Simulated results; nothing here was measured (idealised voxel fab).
Process module under the name voxel gate over fins
Section cut is 215 nm wide and gridded with 5 nm square cells.
Bands, listed from the top down, are how a cross-section gets written in this document; the cross-section itself is a grid of square cells, and a band is one or more rows of them. For a band, the entry starts with two heights in nm, that of the top and then that of the bottom, and carries on with the band's materials in order from left to right, each alongside its width in nm; the word "edge to edge" beside a single material means it fills the band edge to edge, and "empty" means empty space. Convention: height 0 is the level below which the wafer, as received, is all one material. The lowest band does not terminate at the bottom but continues downward, represented as "0 -> down". Note: "30..40" means the width goes from the first number (top row of the band) to the second number (bottom row) in equal steps per row of cells. "nothing altered", as given for a step, is the statement that not any cell of the cross-section underwent a change during that step. "Completely enclosed voids" specifies each empty space that is not open to the top and that occupies no fewer than 8 cells, using the form width x height at distance, the distance measured from the left edge and all three quantities in nm. On each step's line, the part that comes after the settings is the simulator's own comment on the step. overlay nm, on a step with a mask: how far to the right of its planned place the mask lay; to the left if negative.
Intended process steps:
step 1: RECEIVE: material Si
step 2: CONFORMAL_DEP: material SiN, thk nm 5
step 3: PATTERN: tone cover, mask id FINS, material resist, width nm 15, pitch nm 50, thk nm 20, overlay nm 0
step 4: DIRECTIONAL_ETCH: etch materials SiN, depth nm 5
step 5: DIRECTIONAL_ETCH: etch materials Si, depth nm 40
step 6: STRIP: etch materials resist
step 7: FILL_DEP: material SiO2, thk nm 5
step 8: CMP: height nm 5
step 9: PATTERN: tone open, mask id RAIL, material resist, width nm 15, thk nm 20, overlay nm 0
step 10: DIRECTIONAL_ETCH: etch materials SiO2, depth nm 40
step 11: STRIP: etch materials resist
step 12: CONFORMAL_DEP: material TiN, thk nm 5
step 13: FILL_DEP: material Ru, thk nm 10
step 14: CMP: height nm 5
step 15: SELECTIVE_ETCH: etch materials W Ru TiN, depth nm 25
step 16: FILL_DEP: material SiO2, thk nm 5
step 17: CMP: height nm 5
step 18: SELECTIVE_ETCH: etch materials SiO2, depth nm 15
step 19: STRIP: etch materials SiN
step 20: CONFORMAL_DEP: material HfO2, thk nm 5
step 21: CONFORMAL_DEP: material TiN, thk nm 5
step 22: CONFORMAL_DEP: material TiAl, thk nm 5
step 23: CONFORMAL_DEP: material TiN, thk nm 5
step 24: FILL_DEP: material W, thk nm 10
step 25: CMP: height nm 25
step 26: CONFORMAL_DEP: material SiN, thk nm 5
Delivered wafer in cross-section: state after step 1:
- 0 -> down | Si edge to edge
- Completely enclosed voids: none
The cross-section shown corresponds to the wafer at the conclusion of the module. The initial structure and the process plan are those presented above; however, one mistake occurred in executing the plan:
- 30 -> 25 | SiN edge to edge
- 25 -> 20 | W edge to edge
- 20 -> 15 | W 5 nm  TiN 205 nm  W 5 nm
- 15 -> 10 | W 5 nm  TiN 5 nm  TiAl 45 nm  TiN 5 nm  TiAl 45 nm  TiN 5 nm  TiAl 45 nm  TiN 5 nm  TiAl 45 nm  TiN 5 nm  W 5 nm
- 10 -> 5 | W 5 nm  TiN 5 nm  TiAl 5 nm  TiN 35 nm  TiAl 5 nm  TiN 5 nm  TiAl 5 nm  TiN 35 nm  TiAl 5 nm  TiN 5 nm  TiAl 5 nm  TiN 35 nm  TiAl 5 nm  TiN 5 nm  TiAl 5 nm  TiN 35 nm  TiAl 5 nm  TiN 5 nm  W 5 nm
- 5 -> 0 | W 5 nm  TiN 5 nm  TiAl 5 nm  TiN 5 nm  HfO2 25 nm  TiN 5 nm  TiAl 5 nm  TiN 5 nm  TiAl 5 nm  TiN 5 nm  HfO2 25 nm  TiN 5 nm  TiAl 5 nm  TiN 5 nm  TiAl 5 nm  TiN 5 nm  HfO2 25 nm  TiN 5 nm  TiAl 5 nm  TiN 5 nm  TiAl 5 nm  TiN 5 nm  HfO2 25 nm  TiN 5 nm  TiAl 5 nm  TiN 5 nm  W 5 nm
- 0 -> -5 | W 5 nm  TiN 5 nm  TiAl 5 nm  TiN 5 nm  HfO2 5 nm  Si 15 nm  HfO2 5 nm  TiN 5 nm  TiAl 5 nm  TiN 5 nm  TiAl 5 nm  TiN 5 nm  HfO2 5 nm  Si 15 nm  HfO2 5 nm  TiN 5 nm  TiAl 5 nm  TiN 5 nm  TiAl 5 nm  TiN 5 nm  HfO2 5 nm  Si 15 nm  HfO2 5 nm  TiN 5 nm  TiAl 5 nm  TiN 5 nm  TiAl 5 nm  TiN 5 nm  HfO2 5 nm  Si 15 nm  HfO2 5 nm  TiN 5 nm  TiAl 5 nm  TiN 5 nm  W 5 nm
- -5 -> -10 | TiN 10 nm  TiAl 5 nm  TiN 5 nm  HfO2 5 nm  Si 15 nm  HfO2 5 nm  TiN 5 nm  TiAl 15 nm  TiN 5 nm  HfO2 5 nm  Si 15 nm  HfO2 5 nm  TiN 5 nm  TiAl 5 nm  TiN 5 nm  TiAl 5 nm  TiN 5 nm  HfO2 5 nm  Si 15 nm  HfO2 5 nm  TiN 5 nm  TiAl 5 nm  TiN 5 nm  TiAl 5 nm  TiN 5 nm  HfO2 5 nm  Si 15 nm  HfO2 5 nm  TiN 5 nm  TiAl 5 nm  TiN 10 nm
- -10 -> -15 | TiAl 15 nm  TiN 5 nm  HfO2 5 nm  Si 15 nm  HfO2 5 nm  TiN 25 nm  HfO2 5 nm  Si 15 nm  HfO2 5 nm  TiN 5 nm  TiAl 15 nm  TiN 5 nm  HfO2 5 nm  Si 15 nm  HfO2 5 nm  TiN 5 nm  TiAl 15 nm  TiN 5 nm  HfO2 5 nm  Si 15 nm  HfO2 5 nm  TiN 5 nm  TiAl 15 nm
- -15 -> -20 | TiN 20 nm  HfO2 5 nm  Si 15 nm  HfO2 35 nm  Si 15 nm  HfO2 5 nm  TiN 25 nm  HfO2 5 nm  Si 15 nm  HfO2 5 nm  TiN 25 nm  HfO2 5 nm  Si 15 nm  HfO2 5 nm  TiN 20 nm
- -20 -> -25 | HfO2 25 nm  Si 15 nm  HfO2 10 nm  TiN 5 nm  Ru 5 nm  TiN 5 nm  HfO2 10 nm  Si 15 nm  HfO2 35 nm  Si 15 nm  HfO2 35 nm  Si 15 nm  HfO2 25 nm
- -25 -> -30 | SiO2 25 nm  Si 15 nm  SiO2 10 nm  TiN 5 nm  Ru 5 nm  TiN 5 nm  SiO2 10 nm  Si 15 nm  SiO2 35 nm  Si 15 nm  SiO2 35 nm  Si 15 nm  SiO2 25 nm
- -30 -> -35 | SiO2 25 nm  Si 15 nm  SiO2 10 nm  TiN 15 nm  SiO2 10 nm  Si 15 nm  SiO2 35 nm  Si 15 nm  SiO2 35 nm  Si 15 nm  SiO2 25 nm
- -35 -> -40 | SiO2 25 nm  Si 15 nm  SiO2 35 nm  Si 15 nm  SiO2 35 nm  Si 15 nm  SiO2 35 nm  Si 15 nm  SiO2 25 nm
- -40 -> down | Si edge to edge
- Completely enclosed voids: none
Diagnosis: plan step 18 was twice executed
